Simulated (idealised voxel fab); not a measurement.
process module | voxel transistor to metal
cross-section cut | 300 nm wide | cells 5 nm
A cross-section is a grid of square cells, given in bands from the top down. A band is one or more rows of cells.
Each band's line starts with the height of the band's top and of its bottom, in nm. Then come its materials from left to right, each with its width in nm. One material with "throughout" fills the band from edge to edge. "air" is empty space.
Height 0 is the level under which the wafer as received is all one material. The lowest band goes on downwards, as in "0 down".
A width such as "30 to 40" changes by the same amount from each row of cells to the next, from the band's top row to its bottom row.
"no change" after a step means that no cell of the cross-section changed.
closed voids: empty space of 8 cells or more with no open way to the top, each as width x height at its distance from the left edge, in nm
after a step's settings: what the simulator itself notes on the step
overlay nm, on a step with a mask: how far to the right of its planned place the mask lay; to the left if negative
Each pair below shows a cross-section before one step and the cross-section after it, down to the lowest band that changed. The line under each pair gives the step between them, with its settings. The pairs can come from different runs of this module on the same starting wafer, so a pair continues from the pair above only where its "before" says so.
before
  45 to 40: air 45 | SiN 10 | air 5 | SiCN 35 | air 5 | SiN 10 | air 75 | SiN 10 | air 5 | SiCN 35 | air 5 | SiN 10 | air 50
  40 to 30: air 45 | SiN 10 | SiO2 5 | SiCN 35 | SiO2 5 | SiN 10 | air 75 | SiN 10 | SiO2 5 | SiCN 35 | SiO2 5 | SiN 10 | air 50
  30 to 5: air 45 | SiN 10 | SiO2 5 | polySi 35 | SiO2 5 | SiN 10 | air 75 | SiN 10 | SiO2 5 | polySi 35 | SiO2 5 | SiN 10 | air 50
  5 to 0: air 10 | SiN 10 | air 5 | nSi 20 | SiO2 65 | nSi 20 | air 5 | SiN 10 | air 5 | SiN 10 | air 5 | nSi 20 | SiO2 65 | nSi 20 | air 5 | SiN 10 | air 15
  0 to -5: air 10 | SiO2 20 | Si 95 | SiO2 20 | air 5 | SiO2 20 | Si 95 | SiO2 20 | air 15
  -5 to -25: SiO2 20 | Si 115 | SiO2 25 | Si 115 | SiO2 25
  -25 down: Si throughout
  closed voids: none
after
  55 to 45: SiO2 throughout
  45 to 30: SiO2 45 | SiN 10 | SiO2 5 | SiCN 35 | SiO2 5 | SiN 10 | SiO2 75 | SiN 10 | SiO2 5 | SiCN 35 | SiO2 5 | SiN 10 | SiO2 50
  30 to 5: SiO2 45 | SiN 10 | SiO2 5 | polySi 35 | SiO2 5 | SiN 10 | SiO2 75 | SiN 10 | SiO2 5 | polySi 35 | SiO2 5 | SiN 10 | SiO2 50
  5 to 0: SiO2 10 | SiN 10 | SiO2 5 | nSi 20 | SiO2 65 | nSi 20 | SiO2 5 | SiN 10 | SiO2 5 | SiN 10 | SiO2 5 | nSi 20 | SiO2 65 | nSi 20 | SiO2 5 | SiN 10 | SiO2 15
  0 to -5: SiO2 30 | Si 95 | SiO2 45 | Si 95 | SiO2 35
  below -5: unchanged
  closed voids: none
the step between: op FILL_DEP | material SiO2 | thk nm 10
before: the cross-section after the pair above
after
  25 to 5: SiO2 45 | SiN 10 | SiO2 5 | polySi 35 | SiO2 5 | SiN 10 | SiO2 75 | SiN 10 | SiO2 5 | polySi 35 | SiO2 5 | SiN 10 | SiO2 50
  below 5: unchanged
  closed voids: none
the step between: op CMP | height nm 25
before: the cross-section after the pair above
after
  25 to 5: SiO2 45 | SiN 10 | SiO2 5 | air 35 | SiO2 5 | SiN 10 | SiO2 75 | SiN 10 | SiO2 5 | air 35 | SiO2 5 | SiN 10 | SiO2 50
  below 5: unchanged
  closed voids: none
the step between: op STRIP | etch materials polySi
before: the cross-section after the pair above
after
  25 to 20: air 45 | SiN 10 | air 45 | SiN 10 | air 75 | SiN 10 | air 45 | SiN 10 | air 50
  20 to 5: SiO2 45 | SiN 10 | air 45 | SiN 10 | SiO2 75 | SiN 10 | air 45 | SiN 10 | SiO2 50
  5 to 0: SiO2 10 | SiN 10 | SiO2 5 | nSi 20 | SiO2 10 | air 45 | SiO2 10 | nSi 20 | SiO2 5 | SiN 10 | SiO2 5 | SiN 10 | SiO2 5 | nSi 20 | SiO2 10 | air 45 | SiO2 10 | nSi 20 | SiO2 5 | SiN 10 | SiO2 15
  below 0: unchanged
  closed voids: none
the step between: op SELECTIVE_ETCH | etch materials SiO2 | depth nm 5
before: the cross-section after the pair above
after
  30 to 25: air 40 | HfO2 20 | air 35 | HfO2 20 | air 65 | HfO2 20 | air 35 | HfO2 20 | air 45
  25 to 20: HfO2 45 | SiN 10 | HfO2 5 | air 35 | HfO2 5 | SiN 10 | HfO2 75 | SiN 10 | HfO2 5 | air 35 | HfO2 5 | SiN 10 | HfO2 50
  20 to 5: SiO2 45 | SiN 10 | HfO2 5 | air 35 | HfO2 5 | SiN 10 | SiO2 75 | SiN 10 | HfO2 5 | air 35 | HfO2 5 | SiN 10 | SiO2 50
  5 to 0: SiO2 10 | SiN 10 | SiO2 5 | nSi 20 | SiO2 10 | HfO2 45 | SiO2 10 | nSi 20 | SiO2 5 | SiN 10 | SiO2 5 | SiN 10 | SiO2 5 | nSi 20 | SiO2 10 | HfO2 45 | SiO2 10 | nSi 20 | SiO2 5 | SiN 10 | SiO2 15
  below 0: unchanged
  closed voids: none
the step between: op CONFORMAL_DEP | material HfO2 | thk nm 5
before: the cross-section after the pair above
after
  35 to 30: air 35 | TiN 30 | air 25 | TiN 30 | air 55 | TiN 30 | air 25 | TiN 30 | air 40
  30 to 25: TiN 40 | HfO2 20 | TiN 5 | air 25 | TiN 5 | HfO2 20 | TiN 65 | HfO2 20 | TiN 5 | air 25 | TiN 5 | HfO2 20 | TiN 45
  25 to 20: HfO2 45 | SiN 10 | HfO2 5 | TiN 5 | air 25 | TiN 5 | HfO2 5 | SiN 10 | HfO2 75 | SiN 10 | HfO2 5 | TiN 5 | air 25 | TiN 5 | HfO2 5 | SiN 10 | HfO2 50
  20 to 10: SiO2 45 | SiN 10 | HfO2 5 | TiN 5 | air 25 | TiN 5 | HfO2 5 | SiN 10 | SiO2 75 | SiN 10 | HfO2 5 | TiN 5 | air 25 | TiN 5 | HfO2 5 | SiN 10 | SiO2 50
  10 to 5: SiO2 45 | SiN 10 | HfO2 5 | TiN 35 | HfO2 5 | SiN 10 | SiO2 75 | SiN 10 | HfO2 5 | TiN 35 | HfO2 5 | SiN 10 | SiO2 50
  below 5: unchanged
  closed voids: none
the step between: op CONFORMAL_DEP | material TiN | thk nm 5
before: the cross-section after the pair above
after
  40 to 35: W throughout
  35 to 30: W 35 | TiN 30 | W 25 | TiN 30 | W 55 | TiN 30 | W 25 | TiN 30 | W 40
  30 to 25: TiN 40 | HfO2 20 | TiN 5 | W 25 | TiN 5 | HfO2 20 | TiN 65 | HfO2 20 | TiN 5 | W 25 | TiN 5 | HfO2 20 | TiN 45
  25 to 20: HfO2 45 | SiN 10 | HfO2 5 | TiN 5 | W 25 | TiN 5 | HfO2 5 | SiN 10 | HfO2 75 | SiN 10 | HfO2 5 | TiN 5 | W 25 | TiN 5 | HfO2 5 | SiN 10 | HfO2 50
  20 to 10: SiO2 45 | SiN 10 | HfO2 5 | TiN 5 | W 25 | TiN 5 | HfO2 5 | SiN 10 | SiO2 75 | SiN 10 | HfO2 5 | TiN 5 | W 25 | TiN 5 | HfO2 5 | SiN 10 | SiO2 50
  below 10: unchanged
  closed voids: none
the step between: op FILL_DEP | material W | thk nm 5
before: the cross-section after the pair above
after
  20 to 10: SiO2 45 | SiN 10 | HfO2 5 | TiN 5 | W 25 | TiN 5 | HfO2 5 | SiN 10 | SiO2 75 | SiN 10 | HfO2 5 | TiN 5 | W 25 | TiN 5 | HfO2 5 | SiN 10 | SiO2 50
  below 10: unchanged
  closed voids: none
the step between: op CMP | height nm 20
before: the cross-section after the pair above
after
  35 to 20: SiO2 throughout
  below 20: unchanged
  closed voids: none
the step between: op DIRECTIONAL_DEP | material SiO2 | thk nm 15
before: the cross-section after the pair above
after
  45 to 35: aC throughout
  below 35: unchanged
  closed voids: none
the step between: op DIRECTIONAL_DEP | material aC | thk nm 10
before: the cross-section after the pair above
after
  70 to 45: resist 30 | air 15 | resist 65 | air 15 | resist 45 | air 15 | resist 65 | air 15 | resist 35
  below 45: unchanged
  closed voids: none
the step between: op PATTERN | tone open | mask id CONTACT | material resist | width nm 15 | thk nm 25 | overlay nm 0
before: the cross-section after the pair above
after
  60 to 45: resist 30 | air 15 | resist 65 | air 15 | resist 45 | air 15 | resist 65 | air 15 | resist 35
  45 to 35: aC 30 | air 15 | aC 65 | air 15 | aC 45 | air 15 | aC 65 | air 15 | aC 35
  below 35: unchanged
  closed voids: none
the step between: op DIRECTIONAL_ETCH | etch materials aC | depth nm 10
before: the cross-section after the pair above
after
  45 to 35: aC 30 | air 15 | aC 65 | air 15 | aC 45 | air 15 | aC 65 | air 15 | aC 35
  below 35: unchanged
  closed voids: none
the step between: op STRIP | etch materials resist
before: the cross-section after the pair above
after
  45 to 35: aC 30 | air 15 | aC 65 | air 15 | aC 45 | air 15 | aC 65 | air 15 | aC 35
  35 to 20: SiO2 30 | air 15 | SiO2 65 | air 15 | SiO2 45 | air 15 | SiO2 65 | air 15 | SiO2 35
  20 to 10: SiO2 30 | air 15 | SiN 10 | HfO2 5 | TiN 5 | W 25 | TiN 5 | HfO2 5 | SiN 10 | air 15 | SiO2 45 | air 15 | SiN 10 | HfO2 5 | TiN 5 | W 25 | TiN 5 | HfO2 5 | SiN 10 | air 15 | SiO2 35
  10 to 5: SiO2 30 | air 15 | SiN 10 | HfO2 5 | TiN 35 | HfO2 5 | SiN 10 | air 15 | SiO2 45 | air 15 | SiN 10 | HfO2 5 | TiN 35 | HfO2 5 | SiN 10 | air 15 | SiO2 35
  below 5: unchanged
  closed voids: none
the step between: op DIRECTIONAL_ETCH | etch materials SiO2 | depth nm 35
before: the cross-section after the pair above
after
  35 to 20: SiO2 30 | air 15 | SiO2 65 | air 15 | SiO2 45 | air 15 | SiO2 65 | air 15 | SiO2 35
  below 20: unchanged
  closed voids: none
the step between: op STRIP | etch materials aC
before: the cross-section after the pair above
after
  40 to 35: TiN 35 | air 5 | TiN 75 | air 5 | TiN 55 | air 5 | TiN 75 | air 5 | TiN 40
  35 to 20: SiO2 30 | TiN 5 | air 5 | TiN 5 | SiO2 65 | TiN 5 | air 5 | TiN 5 | SiO2 45 | TiN 5 | air 5 | TiN 5 | SiO2 65 | TiN 5 | air 5 | TiN 5 | SiO2 35
  20 to 10: SiO2 30 | TiN 5 | air 5 | TiN 5 | SiN 10 | HfO2 5 | TiN 5 | W 25 | TiN 5 | HfO2 5 | SiN 10 | TiN 5 | air 5 | TiN 5 | SiO2 45 | TiN 5 | air 5 | TiN 5 | SiN 10 | HfO2 5 | TiN 5 | W 25 | TiN 5 | HfO2 5 | SiN 10 | TiN 5 | air 5 | TiN 5 | SiO2 35
  10 to 5: SiO2 30 | TiN 15 | SiN 10 | HfO2 5 | TiN 35 | HfO2 5 | SiN 10 | TiN 15 | SiO2 45 | TiN 15 | SiN 10 | HfO2 5 | TiN 35 | HfO2 5 | SiN 10 | TiN 15 | SiO2 35
  below 5: unchanged
  closed voids: none
the step between: op CONFORMAL_DEP | material TiN | thk nm 5
before: the cross-section after the pair above
after
  45 to 40: W throughout
  40 to 35: TiN 35 | W 5 | TiN 75 | W 5 | TiN 55 | W 5 | TiN 75 | W 5 | TiN 40
  35 to 20: SiO2 30 | TiN 5 | W 5 | TiN 5 | SiO2 65 | TiN 5 | W 5 | TiN 5 | SiO2 45 | TiN 5 | W 5 | TiN 5 | SiO2 65 | TiN 5 | W 5 | TiN 5 | SiO2 35
  20 to 10: SiO2 30 | TiN 5 | W 5 | TiN 5 | SiN 10 | HfO2 5 | TiN 5 | W 25 | TiN 5 | HfO2 5 | SiN 10 | TiN 5 | W 5 | TiN 5 | SiO2 45 | TiN 5 | W 5 | TiN 5 | SiN 10 | HfO2 5 | TiN 5 | W 25 | TiN 5 | HfO2 5 | SiN 10 | TiN 5 | W 5 | TiN 5 | SiO2 35
  below 10: unchanged
  closed voids: none
the step between: op FILL_DEP | material W | thk nm 5
before: the cross-section after the pair above
after
  35 to 20: SiO2 30 | TiN 5 | W 5 | TiN 5 | SiO2 65 | TiN 5 | W 5 | TiN 5 | SiO2 45 | TiN 5 | W 5 | TiN 5 | SiO2 65 | TiN 5 | W 5 | TiN 5 | SiO2 35
  below 20: unchanged
  closed voids: none
the step between: op CMP | height nm 35
before: the cross-section after the pair above
after
  40 to 35: TiN throughout
  below 35: unchanged
  closed voids: none
the step between: op DIRECTIONAL_DEP | material TiN | thk nm 5
before: the cross-section after the pair above
after
  65 to 40: W throughout
  below 40: unchanged
  closed voids: none
the step between: op DIRECTIONAL_DEP | material W | thk nm 25
before: the cross-section after the pair above
after
  80 to 65: aC throughout
  below 65: unchanged
  closed voids: none
the step between: op DIRECTIONAL_DEP | material aC | thk nm 15
before: the cross-section after the pair above
after
  115 to 80: air 30 | resist 15 | air 65 | resist 15 | air 45 | resist 15 | air 65 | resist 15 | air 35
  below 80: unchanged
  closed voids: none
the step between: op PATTERN | tone cover | mask id METAL_1 | material resist | width nm 15 | thk nm 35 | overlay nm 0
before: the cross-section after the pair above
after
  100 to 80: air 30 | resist 15 | air 65 | resist 15 | air 45 | resist 15 | air 65 | resist 15 | air 35
  80 to 65: air 30 | aC 15 | air 65 | aC 15 | air 45 | aC 15 | air 65 | aC 15 | air 35
  below 65: unchanged
  closed voids: none
the step between: op DIRECTIONAL_ETCH | etch materials aC | depth nm 15
before: the cross-section after the pair above
after
  80 to 65: air 30 | aC 15 | air 65 | aC 15 | air 45 | aC 15 | air 65 | aC 15 | air 35
  below 65: unchanged
  closed voids: none
the step between: op STRIP | etch materials resist
before: the cross-section after the pair above
after
  80 to 65: air 30 | aC 15 | air 65 | aC 15 | air 45 | aC 15 | air 65 | aC 15 | air 35
  65 to 40: air 30 | W 15 | air 65 | W 15 | air 45 | W 15 | air 65 | W 15 | air 35
  below 40: unchanged
  closed voids: none
the step between: op DIRECTIONAL_ETCH | etch materials W | depth nm 25
before: the cross-section after the pair above
after
  80 to 65: air 30 | aC 15 | air 65 | aC 15 | air 45 | aC 15 | air 65 | aC 15 | air 35
  65 to 40: air 30 | W 15 | air 65 | W 15 | air 45 | W 15 | air 65 | W 15 | air 35
  40 to 35: air 30 | TiN 15 | air 65 | TiN 15 | air 45 | TiN 15 | air 65 | TiN 15 | air 35
  below 35: unchanged
  closed voids: none
the step between: op DIRECTIONAL_ETCH | etch materials TiN | depth nm 5
before: the cross-section after the pair above
after
  65 to 40: air 30 | W 15 | air 65 | W 15 | air 45 | W 15 | air 65 | W 15 | air 35
  below 40: unchanged
  closed voids: none
the step between: op STRIP | etch materials aC
before: the cross-section after the pair above
after
  75 to 65: SiO2 throughout
  65 to 40: SiO2 30 | W 15 | SiO2 65 | W 15 | SiO2 45 | W 15 | SiO2 65 | W 15 | SiO2 35
  40 to 35: SiO2 30 | TiN 15 | SiO2 65 | TiN 15 | SiO2 45 | TiN 15 | SiO2 65 | TiN 15 | SiO2 35
  below 35: unchanged
  closed voids: none
the step between: op FILL_DEP | material SiO2 | thk nm 10
before: the cross-section after the pair above
after
  65 to 40: SiO2 30 | W 15 | SiO2 65 | W 15 | SiO2 45 | W 15 | SiO2 65 | W 15 | SiO2 35
  below 40: unchanged
  closed voids: none
the step between: op CMP | height nm 65
before: the cross-section after the pair above
after
  70 to 65: SiN throughout
  below 65: unchanged
  closed voids: none
the step between: op CONFORMAL_DEP | material SiN | thk nm 5
before
  20 to 5: SiO2 20 | SiN 115 | SiO2 25 | SiN 115 | SiO2 25
  5 to 0: SiO2 throughout
  0 to -25: SiO2 20 | Si 115 | SiO2 25 | Si 115 | SiO2 25
  -25 down: Si throughout
  closed voids: none
after
  20 to 15: air 20 | SiN 115 | air 25 | SiN 115 | air 25
  below 15: unchanged
  closed voids: none
the step between: op SELECTIVE_ETCH | etch materials SiO2 | depth nm 5
before: the cross-section after the pair above
after
  15 to 5: SiO2 20 | air 115 | SiO2 25 | air 115 | SiO2 25
  below 5: unchanged
  closed voids: none
the step between: op STRIP | etch materials SiN
before: the cross-section after the pair above
after
  10 to 0: SiO2 15 | air 125 | SiO2 15 | air 125 | SiO2 20
  below 0: unchanged
  closed voids: none
the step between: op SELECTIVE_ETCH | etch materials SiO2 | depth nm 5
before: the cross-section after the pair above
after
  10 to 0: SiO2 15 | air 125 | SiO2 15 | air 125 | SiO2 20
  0 to -5: SiO2 throughout
  below -5: unchanged
  closed voids: none
the step between: op OXIDIZE | depth nm 5
before: the cross-section after the pair above
after
  35 to 25: polySi 15 | air 125 | polySi 15 | air 125 | polySi 20
  25 to 10: polySi throughout
  10 to 0: SiO2 15 | polySi 125 | SiO2 15 | polySi 125 | SiO2 20
  below 0: unchanged
  closed voids: none
the step between: op DIRECTIONAL_DEP | material polySi | thk nm 25
before: the cross-section after the pair above
after
  50 to 40: SiCN 15 | air 125 | SiCN 15 | air 125 | SiCN 20
  40 to 35: SiCN throughout
  35 to 25: polySi 15 | SiCN 125 | polySi 15 | SiCN 125 | polySi 20
  below 25: unchanged
  closed voids: none
the step between: op DIRECTIONAL_DEP | material SiCN | thk nm 15
before: the cross-section after the pair above
after
  65 to 55: aC 15 | air 125 | aC 15 | air 125 | aC 20
  55 to 50: aC throughout
  50 to 40: SiCN 15 | aC 125 | SiCN 15 | aC 125 | SiCN 20
  below 40: unchanged
  closed voids: none
the step between: op DIRECTIONAL_DEP | material aC | thk nm 15
before: the cross-section after the pair above
after
  95 to 65: air 60 | resist 35 | air 105 | resist 35 | air 65
  65 to 55: aC 15 | air 45 | resist 35 | air 45 | aC 15 | air 45 | resist 35 | air 45 | aC 20
  below 55: unchanged
  closed voids: none
the step between: op PATTERN | tone cover | mask id GATE | material resist | width nm 35 | pitch nm 140 | thk nm 30 | overlay nm 0
before: the cross-section after the pair above
after
  80 to 55: air 60 | resist 35 | air 105 | resist 35 | air 65
  55 to 50: air 60 | aC 35 | air 105 | aC 35 | air 65
  50 to 40: SiCN 15 | air 45 | aC 35 | air 45 | SiCN 15 | air 45 | aC 35 | air 45 | SiCN 20
  below 40: unchanged
  closed voids: none
the step between: op DIRECTIONAL_ETCH | etch materials aC | depth nm 15
before: the cross-section after the pair above
after
  55 to 50: air 60 | aC 35 | air 105 | aC 35 | air 65
  below 50: unchanged
  closed voids: none
the step between: op STRIP | etch materials resist
before: the cross-section after the pair above
after
  55 to 40: air 60 | aC 35 | air 105 | aC 35 | air 65
  40 to 35: air 60 | SiCN 35 | air 105 | SiCN 35 | air 65
  35 to 25: polySi 15 | air 45 | SiCN 35 | air 45 | polySi 15 | air 45 | SiCN 35 | air 45 | polySi 20
  below 25: unchanged
  closed voids: none
the step between: op DIRECTIONAL_ETCH | etch materials SiCN | depth nm 25
before: the cross-section after the pair above
after
  55 to 40: air 60 | aC 35 | air 105 | aC 35 | air 65
  40 to 25: air 60 | SiCN 35 | air 105 | SiCN 35 | air 65
  25 to 10: air 60 | polySi 35 | air 105 | polySi 35 | air 65
  10 to 0: SiO2 15 | air 45 | polySi 35 | air 45 | SiO2 15 | air 45 | polySi 35 | air 45 | SiO2 20
  below 0: unchanged
  closed voids: none
the step between: op DIRECTIONAL_ETCH | etch materials polySi | depth nm 35
before: the cross-section after the pair above
after
  40 to 25: air 60 | SiCN 35 | air 105 | SiCN 35 | air 65
  below 25: unchanged
  closed voids: none
the step between: op STRIP | etch materials aC
before: the cross-section after the pair above
after
  45 to 40: air 55 | SiO2 45 | air 95 | SiO2 45 | air 60
  40 to 25: air 55 | SiO2 5 | SiCN 35 | SiO2 5 | air 95 | SiO2 5 | SiCN 35 | SiO2 5 | air 60
  25 to 15: air 55 | SiO2 5 | polySi 35 | SiO2 5 | air 95 | SiO2 5 | polySi 35 | SiO2 5 | air 60
  15 to 5: SiO2 20 | air 35 | SiO2 5 | polySi 35 | SiO2 5 | air 35 | SiO2 25 | air 35 | SiO2 5 | polySi 35 | SiO2 5 | air 35 | SiO2 25
  5 to 0: SiO2 60 | polySi 35 | SiO2 105 | polySi 35 | SiO2 65
  below 0: unchanged
  closed voids: none
the step between: op CONFORMAL_DEP | material SiO2 | thk nm 5
before: the cross-section after the pair above
after
  40 to 25: air 55 | SiO2 5 | SiCN 35 | SiO2 5 | air 95 | SiO2 5 | SiCN 35 | SiO2 5 | air 60
  25 to 10: air 55 | SiO2 5 | polySi 35 | SiO2 5 | air 95 | SiO2 5 | polySi 35 | SiO2 5 | air 60
  10 to 0: SiO2 20 | air 35 | SiO2 5 | polySi 35 | SiO2 5 | air 35 | SiO2 25 | air 35 | SiO2 5 | polySi 35 | SiO2 5 | air 35 | SiO2 25
  below 0: unchanged
  closed voids: none
the step between: op DIRECTIONAL_ETCH | etch materials SiO2 | depth nm 5
before: the cross-section after the pair above
after
  50 to 40: air 45 | SiN 65 | air 75 | SiN 65 | air 50
  40 to 25: air 45 | SiN 10 | SiO2 5 | SiCN 35 | SiO2 5 | SiN 10 | air 75 | SiN 10 | SiO2 5 | SiCN 35 | SiO2 5 | SiN 10 | air 50
  25 to 20: air 45 | SiN 10 | SiO2 5 | polySi 35 | SiO2 5 | SiN 10 | air 75 | SiN 10 | SiO2 5 | polySi 35 | SiO2 5 | SiN 10 | air 50
  20 to 10: SiN 30 | air 15 | SiN 10 | SiO2 5 | polySi 35 | SiO2 5 | SiN 10 | air 15 | SiN 45 | air 15 | SiN 10 | SiO2 5 | polySi 35 | SiO2 5 | SiN 10 | air 15 | SiN 35
  10 to 0: SiO2 20 | SiN 35 | SiO2 5 | polySi 35 | SiO2 5 | SiN 35 | SiO2 25 | SiN 35 | SiO2 5 | polySi 35 | SiO2 5 | SiN 35 | SiO2 25
  below 0: unchanged
  closed voids: none
the step between: op CONFORMAL_DEP | material SiN | thk nm 10
before: the cross-section after the pair above
after
  40 to 25: air 45 | SiN 10 | SiO2 5 | SiCN 35 | SiO2 5 | SiN 10 | air 75 | SiN 10 | SiO2 5 | SiCN 35 | SiO2 5 | SiN 10 | air 50
  25 to 10: air 45 | SiN 10 | SiO2 5 | polySi 35 | SiO2 5 | SiN 10 | air 75 | SiN 10 | SiO2 5 | polySi 35 | SiO2 5 | SiN 10 | air 50
  10 to 0: SiO2 20 | SiN 10 | air 15 | SiN 10 | SiO2 5 | polySi 35 | SiO2 5 | SiN 10 | air 15 | SiN 10 | SiO2 25 | SiN 10 | air 15 | SiN 10 | SiO2 5 | polySi 35 | SiO2 5 | SiN 10 | air 15 | SiN 10 | SiO2 25
  below 0: unchanged
  closed voids: none
the step between: op DIRECTIONAL_ETCH | etch materials SiN | depth nm 10
before: the cross-section after the pair above
after
  40 to 35: air 45 | SiN 10 | air 5 | SiCN 35 | air 5 | SiN 10 | air 75 | SiN 10 | air 5 | SiCN 35 | air 5 | SiN 10 | air 50
  35 to 25: air 45 | SiN 10 | SiO2 5 | SiCN 35 | SiO2 5 | SiN 10 | air 75 | SiN 10 | SiO2 5 | SiCN 35 | SiO2 5 | SiN 10 | air 50
  25 to 10: air 45 | SiN 10 | SiO2 5 | polySi 35 | SiO2 5 | SiN 10 | air 75 | SiN 10 | SiO2 5 | polySi 35 | SiO2 5 | SiN 10 | air 50
  10 to 5: air 20 | SiN 10 | air 15 | SiN 10 | SiO2 5 | polySi 35 | SiO2 5 | SiN 10 | air 15 | SiN 10 | air 25 | SiN 10 | air 15 | SiN 10 | SiO2 5 | polySi 35 | SiO2 5 | SiN 10 | air 15 | SiN 10 | air 25
  5 to 0: SiO2 20 | SiN 10 | air 15 | SiN 10 | SiO2 5 | polySi 35 | SiO2 5 | SiN 10 | air 15 | SiN 10 | SiO2 25 | SiN 10 | air 15 | SiN 10 | SiO2 5 | polySi 35 | SiO2 5 | SiN 10 | air 15 | SiN 10 | SiO2 25
  0 to -5: SiO2 30 | air 15 | SiO2 65 | air 15 | SiO2 45 | air 15 | SiO2 65 | air 15 | SiO2 35
  below -5: unchanged
  closed voids: none
the step between: op DIRECTIONAL_ETCH | etch materials SiO2 | depth nm 5
before: the cross-section after the pair above
after
  40 to 35: air 45 | SiN 10 | air 5 | SiCN 35 | air 5 | SiN 10 | air 75 | SiN 10 | air 5 | SiCN 35 | air 5 | SiN 10 | air 50
  35 to 25: air 45 | SiN 10 | SiO2 5 | SiCN 35 | SiO2 5 | SiN 10 | air 75 | SiN 10 | SiO2 5 | SiCN 35 | SiO2 5 | SiN 10 | air 50
  25 to 10: air 45 | SiN 10 | SiO2 5 | polySi 35 | SiO2 5 | SiN 10 | air 75 | SiN 10 | SiO2 5 | polySi 35 | SiO2 5 | SiN 10 | air 50
  10 to 5: air 20 | SiN 10 | air 15 | SiN 10 | SiO2 5 | polySi 35 | SiO2 5 | SiN 10 | air 15 | SiN 10 | air 25 | SiN 10 | air 15 | SiN 10 | SiO2 5 | polySi 35 | SiO2 5 | SiN 10 | air 15 | SiN 10 | air 25
  5 to 0: SiO2 20 | SiN 10 | air 15 | SiN 10 | SiO2 5 | polySi 35 | SiO2 5 | SiN 10 | air 15 | SiN 10 | SiO2 25 | SiN 10 | air 15 | SiN 10 | SiO2 5 | polySi 35 | SiO2 5 | SiN 10 | air 15 | SiN 10 | SiO2 25
  0 to -5: SiO2 30 | nSi 15 | SiO2 65 | nSi 15 | SiO2 45 | nSi 15 | SiO2 65 | nSi 15 | SiO2 35
  below -5: unchanged
  closed voids: none
the step between: op EPI | material nSi | thk nm 5
before: the cross-section after the pair above
after
  50 to 40: SiO2 throughout
  40 to 25: SiO2 45 | SiN 10 | SiO2 5 | SiCN 35 | SiO2 5 | SiN 10 | SiO2 75 | SiN 10 | SiO2 5 | SiCN 35 | SiO2 5 | SiN 10 | SiO2 50
  25 to 10: SiO2 45 | SiN 10 | SiO2 5 | polySi 35 | SiO2 5 | SiN 10 | SiO2 75 | SiN 10 | SiO2 5 | polySi 35 | SiO2 5 | SiN 10 | SiO2 50
  10 to 0: SiO2 20 | SiN 10 | SiO2 15 | SiN 10 | SiO2 5 | polySi 35 | SiO2 5 | SiN 10 | SiO2 15 | SiN 10 | SiO2 25 | SiN 10 | SiO2 15 | SiN 10 | SiO2 5 | polySi 35 | SiO2 5 | SiN 10 | SiO2 15 | SiN 10 | SiO2 25
  below 0: unchanged
  closed voids: none
the step between: op FILL_DEP | material SiO2 | thk nm 10
before: the cross-section after the pair above
after
  25 to 10: SiO2 45 | SiN 10 | SiO2 5 | polySi 35 | SiO2 5 | SiN 10 | SiO2 75 | SiN 10 | SiO2 5 | polySi 35 | SiO2 5 | SiN 10 | SiO2 50
  below 10: unchanged
  closed voids: none
the step between: op CMP | height nm 25
before: the cross-section after the pair above
after
  25 to 10: SiO2 45 | SiN 10 | SiO2 5 | air 35 | SiO2 5 | SiN 10 | SiO2 75 | SiN 10 | SiO2 5 | air 35 | SiO2 5 | SiN 10 | SiO2 50
  10 to 0: SiO2 20 | SiN 10 | SiO2 15 | SiN 10 | SiO2 5 | air 35 | SiO2 5 | SiN 10 | SiO2 15 | SiN 10 | SiO2 25 | SiN 10 | SiO2 15 | SiN 10 | SiO2 5 | air 35 | SiO2 5 | SiN 10 | SiO2 15 | SiN 10 | SiO2 25
  below 0: unchanged
  closed voids: none
the step between: op STRIP | etch materials polySi
before: the cross-section after the pair above
after
  25 to 20: air 45 | SiN 10 | air 45 | SiN 10 | air 75 | SiN 10 | air 45 | SiN 10 | air 50
  20 to 10: SiO2 45 | SiN 10 | air 45 | SiN 10 | SiO2 75 | SiN 10 | air 45 | SiN 10 | SiO2 50
  10 to 0: SiO2 20 | SiN 10 | SiO2 15 | SiN 10 | air 45 | SiN 10 | SiO2 15 | SiN 10 | SiO2 25 | SiN 10 | SiO2 15 | SiN 10 | air 45 | SiN 10 | SiO2 15 | SiN 10 | SiO2 25
  0 to -5: SiO2 30 | nSi 15 | SiO2 10 | air 45 | SiO2 10 | nSi 15 | SiO2 45 | nSi 15 | SiO2 10 | air 45 | SiO2 10 | nSi 15 | SiO2 35
  below -5: unchanged
  closed voids: none
the step between: op SELECTIVE_ETCH | etch materials SiO2 | depth nm 5
before: the cross-section after the pair above
after
  30 to 25: air 40 | HfO2 20 | air 35 | HfO2 20 | air 65 | HfO2 20 | air 35 | HfO2 20 | air 45
  25 to 20: HfO2 45 | SiN 10 | HfO2 5 | air 35 | HfO2 5 | SiN 10 | HfO2 75 | SiN 10 | HfO2 5 | air 35 | HfO2 5 | SiN 10 | HfO2 50
  20 to 10: SiO2 45 | SiN 10 | HfO2 5 | air 35 | HfO2 5 | SiN 10 | SiO2 75 | SiN 10 | HfO2 5 | air 35 | HfO2 5 | SiN 10 | SiO2 50
  10 to 0: SiO2 20 | SiN 10 | SiO2 15 | SiN 10 | HfO2 5 | air 35 | HfO2 5 | SiN 10 | SiO2 15 | SiN 10 | SiO2 25 | SiN 10 | SiO2 15 | SiN 10 | HfO2 5 | air 35 | HfO2 5 | SiN 10 | SiO2 15 | SiN 10 | SiO2 25
  0 to -5: SiO2 30 | nSi 15 | SiO2 10 | HfO2 45 | SiO2 10 | nSi 15 | SiO2 45 | nSi 15 | SiO2 10 | HfO2 45 | SiO2 10 | nSi 15 | SiO2 35
  below -5: unchanged
  closed voids: none
the step between: op CONFORMAL_DEP | material HfO2 | thk nm 5
